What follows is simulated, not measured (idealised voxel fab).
The process module presented herein is designated voxel gate over fins.
170 nm wide, 5 nm square cells: that's cross-section cut.
Heads up, the way a cross-section reads in here is a grid of square cells, handed over as bands from the top down, with every band being one or more rows of cells.
Top height, bottom height, nm. Materials left to right, width each, nm. Single material + "throughout" = fills band edge to edge. "empty" = empty.
The reference from which all heights are counted is 0, the level beneath which the as-received wafer is entirely one material; the lowest band, having no lower bound, proceeds downward and is written after the example "z 0 and below".
Read "30->40" as a graded width: first number on top, second number at the bottom, same change between each pair of neighbouring rows.
Any step labelled "nothing changed" changed none of the cells in the cross-section.
"Closed void inventory" lists enclosed empty spaces (at least 8 cells, no open path upward to the top), each as width x height at distance from the left edge, in nm.
What comes after the settings on a step's line is commentary from the simulator itself on that step.
"overlay nm", when on a step's line for a step with a mask, measures how far to the right of its planned place the mask lay; a negative measure means to the left.
**The planned process steps are enumerated hereunder**
1) RECEIVE (material Si)
2) CONFORMAL_DEP (material SiN; thk nm 5)
3) DIRECTIONAL_DEP (material aC; thk nm 10)
4) PATTERN (tone cover; mask id FINS; material resist; width nm 15; pitch nm 60; thk nm 25; overlay nm 0)
5) DIRECTIONAL_ETCH (etch materials aC; depth nm 10)
6) STRIP (etch materials resist)
7) DIRECTIONAL_ETCH (etch materials SiN; depth nm 5)
8) DIRECTIONAL_ETCH (etch materials Si; depth nm 30)
9) STRIP (etch materials aC)
10) OXIDIZE (depth nm 5)
11) FILL_DEP (material SiO2; thk nm 5)
12) CMP (height nm 5)
13) DIRECTIONAL_DEP (material aC; thk nm 15)
14) PATTERN (tone open; mask id RAIL; material resist; width nm 15; thk nm 30; overlay nm 0)
15) DIRECTIONAL_ETCH (etch materials aC; depth nm 15)
16) STRIP (etch materials resist)
17) DIRECTIONAL_ETCH (etch materials SiO2; depth nm 30)
18) STRIP (etch materials aC)
19) CONFORMAL_DEP (material TiN; thk nm 5)
20) FILL_DEP (material W; thk nm 10)
21) CMP (height nm 5)
22) SELECTIVE_ETCH (etch materials W Ru TiN; depth nm 25)
23) FILL_DEP (material SiO2; thk nm 5)
24) CMP (height nm 5)
25) SELECTIVE_ETCH (etch materials SiO2; depth nm 20)
26) STRIP (etch materials SiN)
27) CONFORMAL_DEP (material HfO2; thk nm 5)
28) CONFORMAL_DEP (material TiN; thk nm 5)
29) FILL_DEP (material W; thk nm 10)
30) CMP (height nm 15)
31) CONFORMAL_DEP (material SiCN; thk nm 10)
**The first of the two wafers, which ran as planned**
**Incoming wafer in cross-section (state: after step 1)**
- z 0 and below  Si throughout
- Closed void inventory: none
**State of the wafer after step 2, shown in cross-section**
- z 5 to 0  SiN throughout
- Below 0, no change.
**State of the wafer after step 3, shown in cross-section**
- z 15 to 5  aC throughout
- Below 5, no change.
**State of the wafer after step 4, shown in cross-section**
- z 40 to 15  empty 15, resist 15, empty 45, resist 15, empty 45, resist 15, empty 20
- Below 15, no change.
**State of the wafer after step 5, shown in cross-section**
- z 30 to 15  empty 15, resist 15, empty 45, resist 15, empty 45, resist 15, empty 20
- z 15 to 5  empty 15, aC 15, empty 45, aC 15, empty 45, aC 15, empty 20
- Below 5, no change.
**State of the wafer after step 6, shown in cross-section**
- z 15 to 5  empty 15, aC 15, empty 45, aC 15, empty 45, aC 15, empty 20
- Below 5, no change.
**State of the wafer after step 7, shown in cross-section**
- z 15 to 5  empty 15, aC 15, empty 45, aC 15, empty 45, aC 15, empty 20
- z 5 to 0  empty 15, SiN 15, empty 45, SiN 15, empty 45, SiN 15, empty 20
- Below 0, no change.
**State of the wafer after step 8, shown in cross-section**
- z 15 to 5  empty 15, aC 15, empty 45, aC 15, empty 45, aC 15, empty 20
- z 5 to 0  empty 15, SiN 15, empty 45, SiN 15, empty 45, SiN 15, empty 20
- z 0 to -30  empty 15, Si 15, empty 45, Si 15, empty 45, Si 15, empty 20
- Below -30, no change.
**State of the wafer after step 9, shown in cross-section**
- z 5 to 0  empty 15, SiN 15, empty 45, SiN 15, empty 45, SiN 15, empty 20
- Below 0, no change.
**State of the wafer after step 10, shown in cross-section**
- z 5 to 0  empty 15, SiN 15, empty 45, SiN 15, empty 45, SiN 15, empty 20
- z 0 to -30  empty 15, SiO2 5, Si 5, SiO2 5, empty 45, SiO2 5, Si 5, SiO2 5, empty 45, SiO2 5, Si 5, SiO2 5, empty 20
- z -30 to -35  SiO2 20, Si 5, SiO2 55, Si 5, SiO2 55, Si 5, SiO2 25
- Below -35, no change.
**State of the wafer after step 11, shown in cross-section**
- z 10 to 5  SiO2 throughout
- z 5 to 0  SiO2 15, SiN 15, SiO2 45, SiN 15, SiO2 45, SiN 15, SiO2 20
- z 0 to -35  SiO2 20, Si 5, SiO2 55, Si 5, SiO2 55, Si 5, SiO2 25
- Below -35, no change.
**State of the wafer after step 12, shown in cross-section**
- z 5 to 0  SiO2 15, SiN 15, SiO2 45, SiN 15, SiO2 45, SiN 15, SiO2 20
- Below 0, no change.
**State of the wafer after step 13, shown in cross-section**
- z 20 to 5  aC throughout
- Below 5, no change.
**State of the wafer after step 14, shown in cross-section**
- z 50 to 20  resist 45, empty 15, resist 110
- Below 20, no change.
**State of the wafer after step 15, shown in cross-section**
- z 35 to 20  resist 45, empty 15, resist 110
- z 20 to 5  aC 45, empty 15, aC 110
- Below 5, no change.
**State of the wafer after step 16, shown in cross-section**
- z 20 to 5  aC 45, empty 15, aC 110
- Below 5, no change.
**State of the wafer after step 17, shown in cross-section**
- z 20 to 5  aC 45, empty 15, aC 110
- z 5 to 0  SiO2 15, SiN 15, SiO2 15, empty 15, SiO2 15, SiN 15, SiO2 45, SiN 15, SiO2 20
- z 0 to -25  SiO2 20, Si 5, SiO2 20, empty 15, SiO2 20, Si 5, SiO2 55, Si 5, SiO2 25
- Below -25, no change.
**State of the wafer after step 18, shown in cross-section**
- z 5 to 0  SiO2 15, SiN 15, SiO2 15, empty 15, SiO2 15, SiN 15, SiO2 45, SiN 15, SiO2 20
- Below 0, no change.
**State of the wafer after step 19, shown in cross-section**
- z 10 to 5  TiN 50, empty 5, TiN 115
- z 5 to 0  SiO2 15, SiN 15, SiO2 15, TiN 5, empty 5, TiN 5, SiO2 15, SiN 15, SiO2 45, SiN 15, SiO2 20
- z 0 to -20  SiO2 20, Si 5, SiO2 20, TiN 5, empty 5, TiN 5, SiO2 20, Si 5, SiO2 55, Si 5, SiO2 25
- z -20 to -25  SiO2 20, Si 5, SiO2 20, TiN 15, SiO2 20, Si 5, SiO2 55, Si 5, SiO2 25
- Below -25, no change.
**State of the wafer after step 20, shown in cross-section**
- z 20 to 10  W throughout
- z 10 to 5  TiN 50, W 5, TiN 115
- z 5 to 0  SiO2 15, SiN 15, SiO2 15, TiN 5, W 5, TiN 5, SiO2 15, SiN 15, SiO2 45, SiN 15, SiO2 20
- z 0 to -20  SiO2 20, Si 5, SiO2 20, TiN 5, W 5, TiN 5, SiO2 20, Si 5, SiO2 55, Si 5, SiO2 25
- Below -20, no change.
**State of the wafer after step 21, shown in cross-section**
- z 5 to 0  SiO2 15, SiN 15, SiO2 15, TiN 5, W 5, TiN 5, SiO2 15, SiN 15, SiO2 45, SiN 15, SiO2 20
- Below 0, no change.
**State of the wafer after step 22, shown in cross-section**
- z 5 to 0  SiO2 15, SiN 15, SiO2 15, empty 15, SiO2 15, SiN 15, SiO2 45, SiN 15, SiO2 20
- z 0 to -20  SiO2 20, Si 5, SiO2 20, empty 15, SiO2 20, Si 5, SiO2 55, Si 5, SiO2 25
- Below -20, no change.
**State of the wafer after step 23, shown in cross-section**
- z 10 to 5  SiO2 throughout
- z 5 to 0  SiO2 15, SiN 15, SiO2 45, SiN 15, SiO2 45, SiN 15, SiO2 20
- z 0 to -20  SiO2 20, Si 5, SiO2 55, Si 5, SiO2 55, Si 5, SiO2 25
- Below -20, no change.
**State of the wafer after step 24, shown in cross-section**
- z 5 to 0  SiO2 15, SiN 15, SiO2 45, SiN 15, SiO2 45, SiN 15, SiO2 20
- Below 0, no change.
**State of the wafer after step 25, shown in cross-section**
- z 5 to 0  empty 15, SiN 15, empty 45, SiN 15, empty 45, SiN 15, empty 20
- z 0 to -15  empty 20, Si 5, empty 55, Si 5, empty 55, Si 5, empty 25
- Below -15, no change.
**State of the wafer after step 26, shown in cross-section**
- z 0 to -15  empty 20, Si 5, empty 55, Si 5, empty 55, Si 5, empty 25
- Below -15, no change.
**State of the wafer after step 27, shown in cross-section**
- z 5 to 0  empty 15, HfO2 15, empty 45, HfO2 15, empty 45, HfO2 15, empty 20
- z 0 to -10  empty 15, HfO2 5, Si 5, HfO2 5, empty 45, HfO2 5, Si 5, HfO2 5, empty 45, HfO2 5, Si 5, HfO2 5, empty 20
- z -10 to -15  HfO2 20, Si 5, HfO2 55, Si 5, HfO2 55, Si 5, HfO2 25
- Below -15, no change.
**State of the wafer after step 28, shown in cross-section**
- z 10 to 5  empty 10, TiN 25, empty 35, TiN 25, empty 35, TiN 25, empty 15
- z 5 to 0  empty 10, TiN 5, HfO2 15, TiN 5, empty 35, TiN 5, HfO2 15, TiN 5, empty 35, TiN 5, HfO2 15, TiN 5, empty 15
- z 0 to -5  empty 10, TiN 5, HfO2 5, Si 5, HfO2 5, TiN 5, empty 35, TiN 5, HfO2 5, Si 5, HfO2 5, TiN 5, empty 35, TiN 5, HfO2 5, Si 5, HfO2 5, TiN 5, empty 15
- z -5 to -10  TiN 15, HfO2 5, Si 5, HfO2 5, TiN 45, HfO2 5, Si 5, HfO2 5, TiN 45, HfO2 5, Si 5, HfO2 5, TiN 20
- Below -10, no change.
**State of the wafer after step 29, shown in cross-section**
- z 20 to 10  W throughout
- z 10 to 5  W 10, TiN 25, W 35, TiN 25, W 35, TiN 25, W 15
- z 5 to 0  W 10, TiN 5, HfO2 15, TiN 5, W 35, TiN 5, HfO2 15, TiN 5, W 35, TiN 5, HfO2 15, TiN 5, W 15
- z 0 to -5  W 10, TiN 5, HfO2 5, Si 5, HfO2 5, TiN 5, W 35, TiN 5, HfO2 5, Si 5, HfO2 5, TiN 5, W 35, TiN 5, HfO2 5, Si 5, HfO2 5, TiN 5, W 15
- Below -5, no change.
**State of the wafer after step 30, shown in cross-section**
- z 15 to 10  W throughout
- Below 10, no change.
**State of the wafer after step 31, shown in cross-section**
- z 25 to 15  SiCN throughout
- Below 15, no change.
**The second wafer was prepared from the same starting point and under the same plan as the first; its processing contained one mistake, and it remains indistinguishable from the first wafer up to and including step 7**
**Cross-section of the second wafer at the time by which step 8 should have been completed according to the plan**
- z 15 to 5  empty 15, aC 15, empty 45, aC 15, empty 45, aC 15, empty 20
- z 5 to 0  empty 15, SiN 15, empty 45, SiN 15, empty 45, SiN 15, empty 20
- z 0 to -40  empty 15, Si 15, empty 45, Si 15, empty 45, Si 15, empty 20
- Below -40, no change.
**Cross-section of the second wafer at the time by which step 9 should have been completed according to the plan**
- z 5 to 0  empty 15, SiN 15, empty 45, SiN 15, empty 45, SiN 15, empty 20
- Below 0, no change.
**Cross-section of the second wafer at the time by which step 10 should have been completed according to the plan**
- z 5 to 0  empty 15, SiN 15, empty 45, SiN 15, empty 45, SiN 15, empty 20
- z 0 to -40  empty 15, SiO2 5, Si 5, SiO2 5, empty 45, SiO2 5, Si 5, SiO2 5, empty 45, SiO2 5, Si 5, SiO2 5, empty 20
- z -40 to -45  SiO2 20, Si 5, SiO2 55, Si 5, SiO2 55, Si 5, SiO2 25
- Below -45, no change.
**Cross-section of the second wafer at the time by which step 11 should have been completed according to the plan**
- z 10 to 5  SiO2 throughout
- z 5 to 0  SiO2 15, SiN 15, SiO2 45, SiN 15, SiO2 45, SiN 15, SiO2 20
- z 0 to -45  SiO2 20, Si 5, SiO2 55, Si 5, SiO2 55, Si 5, SiO2 25
- Below -45, no change.
**Cross-section of the second wafer at the time by which step 12 should have been completed according to the plan**
- z 5 to 0  SiO2 15, SiN 15, SiO2 45, SiN 15, SiO2 45, SiN 15, SiO2 20
- Below 0, no change.
**Cross-section of the second wafer at the time by which step 13 should have been completed according to the plan**
- z 20 to 5  aC throughout
- Below 5, no change.
**Cross-section of the second wafer at the time by which step 14 should have been completed according to the plan**
- z 50 to 20  resist 45, empty 15, resist 110
- Below 20, no change.
**Cross-section of the second wafer at the time by which step 15 should have been completed according to the plan**
- z 35 to 20  resist 45, empty 15, resist 110
- z 20 to 5  aC 45, empty 15, aC 110
- Below 5, no change.
**Cross-section of the second wafer at the time by which step 16 should have been completed according to the plan**
- z 20 to 5  aC 45, empty 15, aC 110
- Below 5, no change.
**Cross-section of the second wafer at the time by which step 17 should have been completed according to the plan**
- z 20 to 5  aC 45, empty 15, aC 110
- z 5 to 0  SiO2 15, SiN 15, SiO2 15, empty 15, SiO2 15, SiN 15, SiO2 45, SiN 15, SiO2 20
- z 0 to -25  SiO2 20, Si 5, SiO2 20, empty 15, SiO2 20, Si 5, SiO2 55, Si 5, SiO2 25
- Below -25, no change.
**Cross-section of the second wafer at the time by which step 18 should have been completed according to the plan**
- z 5 to 0  SiO2 15, SiN 15, SiO2 15, empty 15, SiO2 15, SiN 15, SiO2 45, SiN 15, SiO2 20
- Below 0, no change.
**Cross-section of the second wafer at the time by which step 19 should have been completed according to the plan**
- z 10 to 5  TiN 50, empty 5, TiN 115
- z 5 to 0  SiO2 15, SiN 15, SiO2 15, TiN 5, empty 5, TiN 5, SiO2 15, SiN 15, SiO2 45, SiN 15, SiO2 20
- z 0 to -20  SiO2 20, Si 5, SiO2 20, TiN 5, empty 5, TiN 5, SiO2 20, Si 5, SiO2 55, Si 5, SiO2 25
- z -20 to -25  SiO2 20, Si 5, SiO2 20, TiN 15, SiO2 20, Si 5, SiO2 55, Si 5, SiO2 25
- Below -25, no change.
**Cross-section of the second wafer at the time by which step 20 should have been completed according to the plan**
- z 20 to 10  W throughout
- z 10 to 5  TiN 50, W 5, TiN 115
- z 5 to 0  SiO2 15, SiN 15, SiO2 15, TiN 5, W 5, TiN 5, SiO2 15, SiN 15, SiO2 45, SiN 15, SiO2 20
- z 0 to -20  SiO2 20, Si 5, SiO2 20, TiN 5, W 5, TiN 5, SiO2 20, Si 5, SiO2 55, Si 5, SiO2 25
- Below -20, no change.
**Cross-section of the second wafer at the time by which step 21 should have been completed according to the plan**
- z 5 to 0  SiO2 15, SiN 15, SiO2 15, TiN 5, W 5, TiN 5, SiO2 15, SiN 15, SiO2 45, SiN 15, SiO2 20
- Below 0, no change.
**Cross-section of the second wafer at the time by which step 22 should have been completed according to the plan**
- z 5 to 0  SiO2 15, SiN 15, SiO2 15, empty 15, SiO2 15, SiN 15, SiO2 45, SiN 15, SiO2 20
- z 0 to -20  SiO2 20, Si 5, SiO2 20, empty 15, SiO2 20, Si 5, SiO2 55, Si 5, SiO2 25
- Below -20, no change.
**Cross-section of the second wafer at the time by which step 23 should have been completed according to the plan**
- z 10 to 5  SiO2 throughout
- z 5 to 0  SiO2 15, SiN 15, SiO2 45, SiN 15, SiO2 45, SiN 15, SiO2 20
- z 0 to -20  SiO2 20, Si 5, SiO2 55, Si 5, SiO2 55, Si 5, SiO2 25
- Below -20, no change.
**Cross-section of the second wafer at the time by which step 24 should have been completed according to the plan**
- z 5 to 0  SiO2 15, SiN 15, SiO2 45, SiN 15, SiO2 45, SiN 15, SiO2 20
- Below 0, no change.
**Cross-section of the second wafer at the time by which step 25 should have been completed according to the plan**
- z 5 to 0  empty 15, SiN 15, empty 45, SiN 15, empty 45, SiN 15, empty 20
- z 0 to -15  empty 20, Si 5, empty 55, Si 5, empty 55, Si 5, empty 25
- Below -15, no change.
**Cross-section of the second wafer at the time by which step 26 should have been completed according to the plan**
- z 0 to -15  empty 20, Si 5, empty 55, Si 5, empty 55, Si 5, empty 25
- Below -15, no change.
**Cross-section of the second wafer at the time by which step 27 should have been completed according to the plan**
- z 5 to 0  empty 15, HfO2 15, empty 45, HfO2 15, empty 45, HfO2 15, empty 20
- z 0 to -10  empty 15, HfO2 5, Si 5, HfO2 5, empty 45, HfO2 5, Si 5, HfO2 5, empty 45, HfO2 5, Si 5, HfO2 5, empty 20
- z -10 to -15  HfO2 20, Si 5, HfO2 55, Si 5, HfO2 55, Si 5, HfO2 25
- Below -15, no change.
**Cross-section of the second wafer at the time by which step 28 should have been completed according to the plan**
- z 10 to 5  empty 10, TiN 25, empty 35, TiN 25, empty 35, TiN 25, empty 15
- z 5 to 0  empty 10, TiN 5, HfO2 15, TiN 5, empty 35, TiN 5, HfO2 15, TiN 5, empty 35, TiN 5, HfO2 15, TiN 5, empty 15
- z 0 to -5  empty 10, TiN 5, HfO2 5, Si 5, HfO2 5, TiN 5, empty 35, TiN 5, HfO2 5, Si 5, HfO2 5, TiN 5, empty 35, TiN 5, HfO2 5, Si 5, HfO2 5, TiN 5, empty 15
- z -5 to -10  TiN 15, HfO2 5, Si 5, HfO2 5, TiN 45, HfO2 5, Si 5, HfO2 5, TiN 45, HfO2 5, Si 5, HfO2 5, TiN 20
- Below -10, no change.
**Cross-section of the second wafer at the time by which step 29 should have been completed according to the plan**
- z 20 to 10  W throughout
- z 10 to 5  W 10, TiN 25, W 35, TiN 25, W 35, TiN 25, W 15
- z 5 to 0  W 10, TiN 5, HfO2 15, TiN 5, W 35, TiN 5, HfO2 15, TiN 5, W 35, TiN 5, HfO2 15, TiN 5, W 15
- z 0 to -5  W 10, TiN 5, HfO2 5, Si 5, HfO2 5, TiN 5, W 35, TiN 5, HfO2 5, Si 5, HfO2 5, TiN 5, W 35, TiN 5, HfO2 5, Si 5, HfO2 5, TiN 5, W 15
- Below -5, no change.
**Cross-section of the second wafer at the time by which step 30 should have been completed according to the plan**
- z 15 to 10  W throughout
- Below 10, no change.
**Cross-section of the second wafer at the time by which step 31 should have been completed according to the plan**
- z 25 to 15  SiCN throughout
- Below 15, no change.
Nonconformance to the process plan: step 8, actual vs plan mismatch, actual run DIRECTIONAL_ETCH (etch materials Si; depth nm 40)
The final cell counts differ between the wafers, with the second having more or fewer of some materials than the first: Si -62, SiO2 +62
